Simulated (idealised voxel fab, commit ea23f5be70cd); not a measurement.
Name of the process module below: voxel wiring stack
We display cut, a cross-section 265 nm in width whose square cells are each 5 nm.
Cross-section, as written here: a square-cell grid given band by band from the top down, where a band holds one or more rows of cells. Heads up on the band format: heights come first, top then bottom, in nm. After that it's the materials left to right, each with its width in nm. A single material flagged "all across" fills the whole band edge to edge, and "air" means there's empty space there. Heights are measured from 0, the level below which the as-received wafer is all one material; the lowest band has no bottom and continues downward, written as in "0 down". The width entry "30..40" should be interpreted row by row: the top row of cells in the band takes the first number, the bottom row takes the second number, and the change between adjacent rows is uniform throughout. "no change occurred" after a step means that no cell of the cross-section changed. The entry "Tabulated closed voids" lists the empty spaces that cover at least 8 cells and have no open path to the top. Each is written as width x height at distance, where the distance is measured from the left edge and all three values are in nm. If you see something after the settings on a step's line, that's the simulator's own remark about that step. overlay nm: mask offset rightward from planned place, masked step; negative means leftward offset.
LIST OF PLANNED PROCESS STEPS
| 1 | RECEIVE | material Si |
| 2 | CONFORMAL_DEP | material SiO2 | thk nm 10 |
| 3 | CONFORMAL_DEP | material SiN | thk nm 5 |
| 4 | DIRECTIONAL_DEP | material lowk | thk nm 15 |
| 5 | PATTERN | tone open | mask id METAL_1 | material resist | width nm 30 | pitch nm 60 | thk nm 20 | overlay nm 0 |
| 6 | DIRECTIONAL_ETCH | etch materials lowk | depth nm 15 |
| 7 | DIRECTIONAL_ETCH | etch materials SiN | depth nm 5 |
| 8 | STRIP | etch materials resist |
| 9 | CONFORMAL_DEP | material TiN | thk nm 5 |
| 10 | FILL_DEP | material Cu | thk nm 10 |
| 11 | CMP | height nm 30 |
| 12 | CONFORMAL_DEP | material SiCN | thk nm 5 |
| 13 | DIRECTIONAL_DEP | material lowk | thk nm 25 |
| 14 | DIRECTIONAL_DEP | material aC | thk nm 10 |
| 15 | PATTERN | tone open | mask id METAL_2 | material resist | width nm 30 | pitch nm 60 | thk nm 30 | overlay nm 0 |
| 16 | DIRECTIONAL_ETCH | etch materials aC | depth nm 5 |
| 17 | STRIP | etch materials resist |
| 18 | DIRECTIONAL_ETCH | etch materials lowk | depth nm 15 |
| 19 | STRIP | etch materials aC |
| 20 | DIRECTIONAL_DEP | material aC | thk nm 10 |
| 21 | PATTERN | tone open | mask id METAL_2_HOLES | material resist | width nm 15 | thk nm 30 | overlay nm 0 |
| 22 | DIRECTIONAL_ETCH | etch materials aC | depth nm 10 |
| 23 | STRIP | etch materials resist |
| 24 | DIRECTIONAL_ETCH | etch materials lowk | depth nm 10 |
| 25 | DIRECTIONAL_ETCH | etch materials SiCN | depth nm 5 |
| 26 | STRIP | etch materials aC |
| 27 | CONFORMAL_DEP | material TiN | thk nm 5 |
| 28 | FILL_DEP | material Cu | thk nm 5 |
| 29 | CMP | height nm 60 |
| 30 | CONFORMAL_DEP | material SiN | thk nm 5 |
Among the wafers covered here, the point of difference is the depth nm at step 16; their starting state is shared, and the plan presents the value of the first wafer.
FIRST WAFER AS RECEIVED, AFTER STEP 1
	0 down | Si all across
	Tabulated closed voids: none
FOR YOUR REFERENCE, THE TABLE IS ORGANIZED WITH A ROW PER WAFER; EACH ROW REFLECTS THE WAFER AT THE END OF THE MODULE, INDICATING FOR EACH MATERIAL THE CELLS GAINED (+) OR LOST (-) SINCE RECEIPT, AND THEREAFTER ITS CLOSED VOIDS
depth nm 5 | +25 Cu | +53 SiCN | +94 SiN | +106 SiO2 | +29 TiN | +382 lowk | Tabulated closed voids: none
depth nm 10 | +43 Cu | +50 SiCN | +94 SiN | +106 SiO2 | +50 TiN | +346 lowk | Tabulated closed voids: none
depth nm 15 | +43 Cu | +50 SiCN | +94 SiN | +106 SiO2 | +50 TiN | +346 lowk | Tabulated closed voids: none
depth nm 20 | +43 Cu | +50 SiCN | +94 SiN | +106 SiO2 | +50 TiN | +346 lowk | Tabulated closed voids: none
depth nm 25 | +43 Cu | +50 SiCN | +94 SiN | +106 SiO2 | +50 TiN | +346 lowk | Tabulated closed voids: none
